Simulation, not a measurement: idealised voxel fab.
process module | voxel ribs on slabs
The figure presents cross-section cut, which has a width of 240 nm and is divided into square cells with an edge length of 5 nm.
In this document a cross-section is written as a grid of square cells. It is given as a series of bands, listed from the top down, and a band is one or more rows of cells.
First you get the band's top height and its bottom height, in nm, and then the materials it's made of, left to right, with each width in nm. If you see a single material with "edge to edge", that one covers the band edge to edge. "empty" is empty space.
Heads up on the height convention: 0 is the point under which the incoming wafer is all one material, and the lowest band has no bottom, it just keeps going down, like "0..down".
The notation "30->40" denotes a width that varies across the rows of cells in the band, beginning at the first number in the top row, finishing at the second number in the bottom row, and changing by an identical amount from each row to the next.
Step marked "identical to before"? Then no cell in the cross-section changed in it.
Entry "Sealed cavities" = empty spaces >= 8 cells with no open way to the top; each as width x height at distance, distance from left edge, all nm.
If you see something after the settings on a step's line, that's the simulator's own remark about that step.
Steps that use a mask can have "overlay nm" on their line. It says how far the mask sat to the right of where it was meant to be. Negative means to the left.
Plan:
1: RECEIVE: material Si
2: DIRECTIONAL_DEP: material SiO2, thk nm 20
3: DIRECTIONAL_DEP: material SiN, thk nm 20
4: DIRECTIONAL_DEP: material aC, thk nm 10
5: PATTERN: tone cover, mask id RIB, material resist, width nm 30, thk nm 30, overlay nm 0
6: DIRECTIONAL_ETCH: etch materials aC, depth nm 10
7: STRIP: etch materials resist
8: DIRECTIONAL_ETCH: etch materials SiN, depth nm 15
9: STRIP: etch materials aC
10: MASKED_ETCH: tone cover, mask id SLAB, width nm 60, etch materials SiN, depth nm 5, overlay nm 0
11: FILL_DEP: material SiO2, thk nm 15
12: CMP: height nm 50
13: DIRECTIONAL_DEP: material W, thk nm 5
14: MASKED_ETCH: tone cover, mask id HEATER, width nm 40, etch materials W, depth nm 5, overlay nm 0
15: CONFORMAL_DEP: material SiN, thk nm 10
First wafer out of two, processed as planned:
Cross-section, incoming material, after step 1:
  0..down | Si edge to edge
  Sealed cavities: none
Once step 2 is through, the wafer looks like this in cross-section:
  20..0 | SiO2 edge to edge
  Everything below 0 is unchanged.
Once step 3 is through, the wafer looks like this in cross-section:
  40..20 | SiN edge to edge
  Everything below 20 is unchanged.
Once step 4 is through, the wafer looks like this in cross-section:
  50..40 | aC edge to edge
  Everything below 40 is unchanged.
Once step 5 is through, the wafer looks like this in cross-section:
  80..50 | empty 105 / resist 30 / empty 105
  Everything below 50 is unchanged.
Once step 6 is through, the wafer looks like this in cross-section:
  70..50 | empty 105 / resist 30 / empty 105
  50..40 | empty 105 / aC 30 / empty 105
  Everything below 40 is unchanged.
Once step 7 is through, the wafer looks like this in cross-section:
  50..40 | empty 105 / aC 30 / empty 105
  Everything below 40 is unchanged.
Once step 8 is through, the wafer looks like this in cross-section:
  50..40 | empty 105 / aC 30 / empty 105
  40..25 | empty 105 / SiN 30 / empty 105
  Everything below 25 is unchanged.
Once step 9 is through, the wafer looks like this in cross-section:
  40..25 | empty 105 / SiN 30 / empty 105
  Everything below 25 is unchanged.
Once step 10 is through, the wafer looks like this in cross-section:
  40..25 | empty 105 / SiN 30 / empty 105
  25..20 | empty 90 / SiN 60 / empty 90
  Everything below 20 is unchanged.
Once step 11 is through, the wafer looks like this in cross-section:
  55..40 | SiO2 edge to edge
  40..25 | SiO2 105 / SiN 30 / SiO2 105
  25..20 | SiO2 90 / SiN 60 / SiO2 90
  Everything below 20 is unchanged.
Once step 12 is through, the wafer looks like this in cross-section:
  50..40 | SiO2 edge to edge
  Everything below 40 is unchanged.
Once step 13 is through, the wafer looks like this in cross-section:
  55..50 | W edge to edge
  Everything below 50 is unchanged.
Once step 14 is through, the wafer looks like this in cross-section:
  55..50 | empty 100 / W 40 / empty 100
  Everything below 50 is unchanged.
Once step 15 is through, the wafer looks like this in cross-section:
  65..60 | empty 90 / SiN 60 / empty 90
  60..55 | SiN edge to edge
  55..50 | SiN 100 / W 40 / SiN 100
  Everything below 50 is unchanged.
Second wafer - shared start and plan with the first - one error in running - same as the first up to step 4 inclusive:
Cross-sectional view of the second wafer at the intended end time of process step 5:
  80..50 | empty 100 / resist 30 / empty 110
  Everything below 50 is unchanged.
Cross-sectional view of the second wafer at the intended end time of process step 6:
  70..50 | empty 100 / resist 30 / empty 110
  50..40 | empty 100 / aC 30 / empty 110
  Everything below 40 is unchanged.
Cross-sectional view of the second wafer at the intended end time of process step 7:
  50..40 | empty 100 / aC 30 / empty 110
  Everything below 40 is unchanged.
Cross-sectional view of the second wafer at the intended end time of process step 8:
  50..40 | empty 100 / aC 30 / empty 110
  40..25 | empty 100 / SiN 30 / empty 110
  Everything below 25 is unchanged.
Cross-sectional view of the second wafer at the intended end time of process step 9:
  40..25 | empty 100 / SiN 30 / empty 110
  Everything below 25 is unchanged.
Cross-sectional view of the second wafer at the intended end time of process step 10:
  40..25 | empty 100 / SiN 30 / empty 110
  25..20 | empty 90 / SiN 60 / empty 90
  Everything below 20 is unchanged.
Cross-sectional view of the second wafer at the intended end time of process step 11:
  55..40 | SiO2 edge to edge
  40..25 | SiO2 100 / SiN 30 / SiO2 110
  25..20 | SiO2 90 / SiN 60 / SiO2 90
  Everything below 20 is unchanged.
Cross-sectional view of the second wafer at the intended end time of process step 12:
  50..40 | SiO2 edge to edge
  Everything below 40 is unchanged.
Cross-sectional view of the second wafer at the intended end time of process step 13:
  55..50 | W edge to edge
  Everything below 50 is unchanged.
Cross-sectional view of the second wafer at the intended end time of process step 14:
  55..50 | empty 100 / W 40 / empty 100
  Everything below 50 is unchanged.
Cross-sectional view of the second wafer at the intended end time of process step 15:
  65..60 | empty 90 / SiN 60 / empty 90
  60..55 | SiN edge to edge
  55..50 | SiN 100 / W 40 / SiN 100
  Everything below 50 is unchanged.
Here's what went sideways: step 5 off recipe, ran as PATTERN: tone cover, mask id RIB, material resist, width nm 30, thk nm 30, overlay nm -5
In the final comparison it is observed that the number of cells assigned to each material is identical for the two wafers, whereas their placement is not.
